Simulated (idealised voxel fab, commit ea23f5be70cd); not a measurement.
You're looking at the process module voxel transistor to metal.
Section shown: cut. Width: 180 nm. Cell size: 5 nm, square.
Each cross-section below is a grid of square cells, stated as bands in top-down order, with one or more rows of cells making up each band.
Band entry format. Leading values: height of top, height of bottom, nm. Remainder: materials in left-to-right order, each with its width in nm. Special words: "everywhere" on a single material, which then fills the band edge to edge; "empty", empty space.
All heights in this document are referenced to 0, defined as the level beneath which the wafer, as received, consists entirely of one material. The lowest band is not bounded below; it extends indefinitely downward and is written in the form "0 -> down".
Per-row width for "30->40": begins at first number (top row of band), ends at second number (bottom row), increment between rows held constant.
It should be understood that the words "nothing different", when stated for a given step, signify that the cross-section underwent no change in any of its cells during that step.
Each empty space that has no open way to the top and spans at least 8 cells appears under "Closed void list" as width x height at distance, the distance counted from the left edge, all in nm.
Where a step's line continues beyond its settings, the continuation is a remark by the simulator itself on that step.
A step's line can hold "overlay nm"; with a mask on that step, the setting says how far right of the planned place the mask lay, while a negative setting says it lay to the left.
Steps planned for the process
1 RECEIVE | material Si
2 CONFORMAL_DEP | material SiO2 | thk nm 5
3 CONFORMAL_DEP | material SiN | thk nm 10
4 MASKED_ETCH | tone cover | mask id ACTIVE | width nm 95 | etch materials SiN | depth nm 10 | overlay nm 0
5 MASKED_ETCH | tone cover | mask id ACTIVE | width nm 95 | etch materials SiO2 | depth nm 5 | overlay nm 0
6 MASKED_ETCH | tone cover | mask id ACTIVE | width nm 95 | etch materials Si | depth nm 35 | overlay nm 0
7 OXIDIZE | depth nm 5
8 FILL_DEP | material SiO2 | thk nm 10
9 CMP | height nm 15
10 SELECTIVE_ETCH | etch materials SiO2 | depth nm 10
11 STRIP | etch materials SiN
12 SELECTIVE_ETCH | etch materials SiO2 | depth nm 5
13 OXIDIZE | depth nm 5
14 DIRECTIONAL_DEP | material polySi | thk nm 30
15 DIRECTIONAL_DEP | material SiCN | thk nm 15
16 PATTERN | tone cover | mask id GATE | material resist | width nm 25 | thk nm 15 | overlay nm 0
17 DIRECTIONAL_ETCH | etch materials SiCN | depth nm 25
18 DIRECTIONAL_ETCH | etch materials polySi | depth nm 40
19 STRIP | etch materials resist
20 CONFORMAL_DEP | material SiN | thk nm 5
21 DIRECTIONAL_ETCH | etch materials SiN | depth nm 5
22 DIRECTIONAL_ETCH | etch materials SiO2 | depth nm 5
23 EPI | material SiGe | thk nm 5
24 FILL_DEP | material SiO2 | thk nm 5
25 CMP | height nm 30
26 STRIP | etch materials polySi
27 SELECTIVE_ETCH | etch materials SiO2 | depth nm 5
28 CONFORMAL_DEP | material HfO2 | thk nm 5
29 CONFORMAL_DEP | material TiN | thk nm 5
30 FILL_DEP | material W | thk nm 10
31 CMP | height nm 25
32 DIRECTIONAL_DEP | material SiO2 | thk nm 15
33 PATTERN | tone open | mask id CONTACT | material resist | width nm 15 | pitch nm 70 | thk nm 15 | overlay nm 0
34 DIRECTIONAL_ETCH | etch materials SiO2 | depth nm 40
35 STRIP | etch materials resist
36 CONFORMAL_DEP | material TiN | thk nm 5
37 FILL_DEP | material Ru | thk nm 10
38 CMP | height nm 40
39 CONFORMAL_DEP | material SiN | thk nm 5
40 DIRECTIONAL_DEP | material SiO2 | thk nm 25
41 PATTERN | tone open | mask id METAL_1 | material resist | width nm 15 | pitch nm 70 | thk nm 15 | overlay nm 0
42 DIRECTIONAL_ETCH | etch materials SiO2 | depth nm 25
43 DIRECTIONAL_ETCH | etch materials SiN | depth nm 5
44 STRIP | etch materials resist
45 CONFORMAL_DEP | material TiN | thk nm 5
46 FILL_DEP | material Cu | thk nm 10
47 CMP | height nm 70
48 CONFORMAL_DEP | material SiCN | thk nm 5
49 DIRECTIONAL_DEP | material SiO2 | thk nm 30
50 DIRECTIONAL_DEP | material aC | thk nm 10
51 PATTERN | tone open | mask id METAL_2 | material resist | width nm 15 | pitch nm 70 | thk nm 25 | overlay nm 0
52 DIRECTIONAL_ETCH | etch materials aC | depth nm 10
53 STRIP | etch materials resist
54 DIRECTIONAL_ETCH | etch materials SiO2 | depth nm 15
55 STRIP | etch materials aC
56 DIRECTIONAL_DEP | material aC | thk nm 15
57 PATTERN | tone open | mask id METAL_2_HOLES | material resist | width nm 15 | pitch nm 70 | thk nm 30 | overlay nm 0
58 DIRECTIONAL_ETCH | etch materials aC | depth nm 15
59 STRIP | etch materials resist
60 DIRECTIONAL_ETCH | etch materials SiO2 | depth nm 15
61 DIRECTIONAL_ETCH | etch materials SiCN | depth nm 5
62 STRIP | etch materials aC
63 CONFORMAL_DEP | material TiN | thk nm 5
64 FILL_DEP | material Cu | thk nm 10
65 CMP | height nm 105
66 CONFORMAL_DEP | material SiCN | thk nm 5
Delivered wafer in cross-section: state after step 1
  0 -> down  Si everywhere
  Closed void list: none
Wafer at module end, in section. Began as above, planned as above, run with one mistake
  110 -> 105  SiCN everywhere
  105 -> 75  45 SiO2  5 TiN  5 Cu  5 TiN  55 SiO2  5 TiN  5 Cu  5 TiN  50 SiO2
  75 -> 70  45 SiCN  15 TiN  55 SiCN  15 TiN  50 SiCN
  70 -> 45  45 SiO2  5 TiN  5 Cu  5 TiN  55 SiO2  5 TiN  5 Cu  5 TiN  50 SiO2
  45 -> 40  45 SiN  15 TiN  55 SiN  15 TiN  50 SiN
  40 -> 25  45 SiO2  5 TiN  5 Ru  5 TiN  55 SiO2  5 TiN  5 Ru  5 TiN  50 SiO2
  25 -> 5  45 SiO2  5 TiN  5 Ru  5 TiN  5 SiO2  5 SiN  5 HfO2  5 TiN  15 W  5 TiN  5 HfO2  5 SiN  5 SiO2  5 TiN  5 Ru  5 TiN  50 SiO2
  5 -> 0  45 SiO2  15 TiN  5 SiO2  5 SiN  5 HfO2  25 TiN  5 HfO2  5 SiN  5 SiO2  15 TiN  50 SiO2
  0 -> -5  40 SiO2  25 SiGe  45 HfO2  25 SiGe  45 SiO2
  -5 -> -40  45 SiO2  85 Si  50 SiO2
  -40 -> down  Si everywhere
  Closed void list: none
Want to know what went wrong? step 16 did not happen as planned, as run it was PATTERN | tone cover | mask id GATE | material resist | width nm 35 | thk nm 15 | overlay nm 0
